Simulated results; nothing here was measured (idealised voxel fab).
Process module heading - voxel trench capacitor
Square cell edge 5 nm, section width 240 nm, ID cut.
Cross-section spec: square-cell grid; bands listed top down; each band is one or more rows.
The entry gives the band's vertical extent as a top height and a bottom height in nm, then its horizontal make-up as materials from left to right, each with a width in nm. "empty" stands for empty space; a single material marked "edge to edge" fills the band edge to edge.
Note: height 0 marks the level under which the wafer is uniformly one material as received. Lowest band unbounded below, written "from 0 down".
Quick explanation for "30->40": the width changes in equal steps down the rows of cells, from the first number in the band's top row to the second number in its bottom row.
No cell of the cross-section changed in a step that is given as "nothing got changed".
"Enclosed void entries" means: voids of 8 cells or more that are shut off from the top with no open way through. Written width x height at distance, distance from the left edge, in nm.
It should be noted that, on the line of a given step, the content following the step's settings is a remark produced by the simulator itself with respect to that step.
The optional step-line setting "overlay nm" applies to steps with a mask and quantifies how far to the right of its planned location the mask lay, a negative value indicating leftward placement.

### Steps in the process plan
- 1: RECEIVE with material Si
- 2: CONFORMAL_DEP with material SiN, thk nm 10
- 3: MASKED_ETCH with tone open, mask id TRENCH, width nm 30, pitch nm 60, etch materials SiN, depth nm 10, overlay nm 0
- 4: MASKED_ETCH with tone open, mask id TRENCH, width nm 30, pitch nm 60, etch materials Si, depth nm 30, overlay nm 0
- 5: CONFORMAL_DEP with material Al2O3, thk nm 5
- 6: CONFORMAL_DEP with material TiN, thk nm 5
- 7: FILL_DEP with material W, thk nm 10
- 8: CMP with height nm 10

### First of the two wafers, run per plan

### So this is the incoming wafer in cross-section - it's already been through step 1
    from 0 down = Si edge to edge
    Enclosed void entries: none

### After step 2, in cross-section
    from 10 to 0 = SiN edge to edge
    Unchanged below 0.

### After step 3, in cross-section
    from 10 to 0 = 45 of SiN | 30 of empty | 30 of SiN | 30 of empty | 30 of SiN | 30 of empty | 45 of SiN
    Unchanged below 0.

### After step 4, in cross-section
    from 10 to 0 = 45 of SiN | 30 of empty | 30 of SiN | 30 of empty | 30 of SiN | 30 of empty | 45 of SiN
    from 0 to -30 = 45 of Si | 30 of empty | 30 of Si | 30 of empty | 30 of Si | 30 of empty | 45 of Si
    Unchanged below -30.

### After step 5, in cross-section
    from 15 to 10 = 50 of Al2O3 | 20 of empty | 40 of Al2O3 | 20 of empty | 40 of Al2O3 | 20 of empty | 50 of Al2O3
    from 10 to 0 = 45 of SiN | 5 of Al2O3 | 20 of empty | 5 of Al2O3 | 30 of SiN | 5 of Al2O3 | 20 of empty | 5 of Al2O3 | 30 of SiN | 5 of Al2O3 | 20 of empty | 5 of Al2O3 | 45 of SiN
    from 0 to -25 = 45 of Si | 5 of Al2O3 | 20 of empty | 5 of Al2O3 | 30 of Si | 5 of Al2O3 | 20 of empty | 5 of Al2O3 | 30 of Si | 5 of Al2O3 | 20 of empty | 5 of Al2O3 | 45 of Si
    from -25 to -30 = 45 of Si | 30 of Al2O3 | 30 of Si | 30 of Al2O3 | 30 of Si | 30 of Al2O3 | 45 of Si
    Unchanged below -30.

### After step 6, in cross-section
    from 20 to 15 = 55 of TiN | 10 of empty | 50 of TiN | 10 of empty | 50 of TiN | 10 of empty | 55 of TiN
    from 15 to 10 = 50 of Al2O3 | 5 of TiN | 10 of empty | 5 of TiN | 40 of Al2O3 | 5 of TiN | 10 of empty | 5 of TiN | 40 of Al2O3 | 5 of TiN | 10 of empty | 5 of TiN | 50 of Al2O3
    from 10 to 0 = 45 of SiN | 5 of Al2O3 | 5 of TiN | 10 of empty | 5 of TiN | 5 of Al2O3 | 30 of SiN | 5 of Al2O3 | 5 of TiN | 10 of empty | 5 of TiN | 5 of Al2O3 | 30 of SiN | 5 of Al2O3 | 5 of TiN | 10 of empty | 5 of TiN | 5 of Al2O3 | 45 of SiN
    from 0 to -20 = 45 of Si | 5 of Al2O3 | 5 of TiN | 10 of empty | 5 of TiN | 5 of Al2O3 | 30 of Si | 5 of Al2O3 | 5 of TiN | 10 of empty | 5 of TiN | 5 of Al2O3 | 30 of Si | 5 of Al2O3 | 5 of TiN | 10 of empty | 5 of TiN | 5 of Al2O3 | 45 of Si
    from -20 to -25 = 45 of Si | 5 of Al2O3 | 20 of TiN | 5 of Al2O3 | 30 of Si | 5 of Al2O3 | 20 of TiN | 5 of Al2O3 | 30 of Si | 5 of Al2O3 | 20 of TiN | 5 of Al2O3 | 45 of Si
    Unchanged below -25.

### After step 7, in cross-section
    from 30 to 20 = W edge to edge
    from 20 to 15 = 55 of TiN | 10 of W | 50 of TiN | 10 of W | 50 of TiN | 10 of W | 55 of TiN
    from 15 to 10 = 50 of Al2O3 | 5 of TiN | 10 of W | 5 of TiN | 40 of Al2O3 | 5 of TiN | 10 of W | 5 of TiN | 40 of Al2O3 | 5 of TiN | 10 of W | 5 of TiN | 50 of Al2O3
    from 10 to 0 = 45 of SiN | 5 of Al2O3 | 5 of TiN | 10 of W | 5 of TiN | 5 of Al2O3 | 30 of SiN | 5 of Al2O3 | 5 of TiN | 10 of W | 5 of TiN | 5 of Al2O3 | 30 of SiN | 5 of Al2O3 | 5 of TiN | 10 of W | 5 of TiN | 5 of Al2O3 | 45 of SiN
    from 0 to -20 = 45 of Si | 5 of Al2O3 | 5 of TiN | 10 of W | 5 of TiN | 5 of Al2O3 | 30 of Si | 5 of Al2O3 | 5 of TiN | 10 of W | 5 of TiN | 5 of Al2O3 | 30 of Si | 5 of Al2O3 | 5 of TiN | 10 of W | 5 of TiN | 5 of Al2O3 | 45 of Si
    Unchanged below -20.

### After step 8, in cross-section
    from 10 to 0 = 45 of SiN | 5 of Al2O3 | 5 of TiN | 10 of W | 5 of TiN | 5 of Al2O3 | 30 of SiN | 5 of Al2O3 | 5 of TiN | 10 of W | 5 of TiN | 5 of Al2O3 | 30 of SiN | 5 of Al2O3 | 5 of TiN | 10 of W | 5 of TiN | 5 of Al2O3 | 45 of SiN
    Unchanged below 0.

### Second wafer - shared start and plan with the first - one error in running - same as the first up to step 3 inclusive

### Second wafer cross-section, taken as of the time the plan sets for step 4 to be done
    from 10 to 0 = 45 of SiN | 30 of empty | 30 of SiN | 30 of empty | 30 of SiN | 30 of empty | 45 of SiN
    from 0 to -30 = 55 of Si | 20 of empty | 40 of Si | 20 of empty | 40 of Si | 20 of empty | 45 of Si
    Unchanged below -30.

### Second wafer cross-section, taken as of the time the plan sets for step 5 to be done
    from 15 to 10 = 50 of Al2O3 | 20 of empty | 40 of Al2O3 | 20 of empty | 40 of Al2O3 | 20 of empty | 50 of Al2O3
    from 10 to 0 = 45 of SiN | 5->15 of Al2O3 | 20->10 of empty | 5 of Al2O3 | 30 of SiN | 5->15 of Al2O3 | 20->10 of empty | 5 of Al2O3 | 30 of SiN | 5->15 of Al2O3 | 20->10 of empty | 5 of Al2O3 | 45 of SiN
    from 0 to -25 = 55 of Si | 5 of Al2O3 | 10 of empty | 5 of Al2O3 | 40 of Si | 5 of Al2O3 | 10 of empty | 5 of Al2O3 | 40 of Si | 5 of Al2O3 | 10 of empty | 5 of Al2O3 | 45 of Si
    from -25 to -30 = 55 of Si | 20 of Al2O3 | 40 of Si | 20 of Al2O3 | 40 of Si | 20 of Al2O3 | 45 of Si
    Unchanged below -30.

### Second wafer cross-section, taken as of the time the plan sets for step 6 to be done
    from 20 to 15 = 55 of TiN | 10 of empty | 50 of TiN | 10 of empty | 50 of TiN | 10 of empty | 55 of TiN
    from 15 to 10 = 50 of Al2O3 | 5 of TiN | 10 of empty | 5 of TiN | 40 of Al2O3 | 5 of TiN | 10 of empty | 5 of TiN | 40 of Al2O3 | 5 of TiN | 10 of empty | 5 of TiN | 50 of Al2O3
    from 10 to 0 = 45 of SiN | 5->15 of Al2O3 | 20->10 of TiN | 5 of Al2O3 | 30 of SiN | 5->15 of Al2O3 | 20->10 of TiN | 5 of Al2O3 | 30 of SiN | 5->15 of Al2O3 | 20->10 of TiN | 5 of Al2O3 | 45 of SiN
    from 0 to -25 = 55 of Si | 5 of Al2O3 | 10 of TiN | 5 of Al2O3 | 40 of Si | 5 of Al2O3 | 10 of TiN | 5 of Al2O3 | 40 of Si | 5 of Al2O3 | 10 of TiN | 5 of Al2O3 | 45 of Si
    Unchanged below -25.

### Second wafer cross-section, taken as of the time the plan sets for step 7 to be done
    from 30 to 20 = W edge to edge
    from 20 to 15 = 55 of TiN | 10 of W | 50 of TiN | 10 of W | 50 of TiN | 10 of W | 55 of TiN
    from 15 to 10 = 50 of Al2O3 | 5 of TiN | 10 of W | 5 of TiN | 40 of Al2O3 | 5 of TiN | 10 of W | 5 of TiN | 40 of Al2O3 | 5 of TiN | 10 of W | 5 of TiN | 50 of Al2O3
    Unchanged below 10.

### Second wafer cross-section, taken as of the time the plan sets for step 8 to be done
    from 10 to 0 = 45 of SiN | 5->15 of Al2O3 | 20->10 of TiN | 5 of Al2O3 | 30 of SiN | 5->15 of Al2O3 | 20->10 of TiN | 5 of Al2O3 | 30 of SiN | 5->15 of Al2O3 | 20->10 of TiN | 5 of Al2O3 | 45 of SiN
    Unchanged below 0.
Deviation from plan: step 4 was not run as planned; what actually ran was MASKED_ETCH with tone open, mask id TRENCH, width nm 30, pitch nm 60, etch materials Si, depth nm 30, overlay nm 10
End of process, cell counts, second wafer against first, materials with more or fewer: +36 Si | -36 W
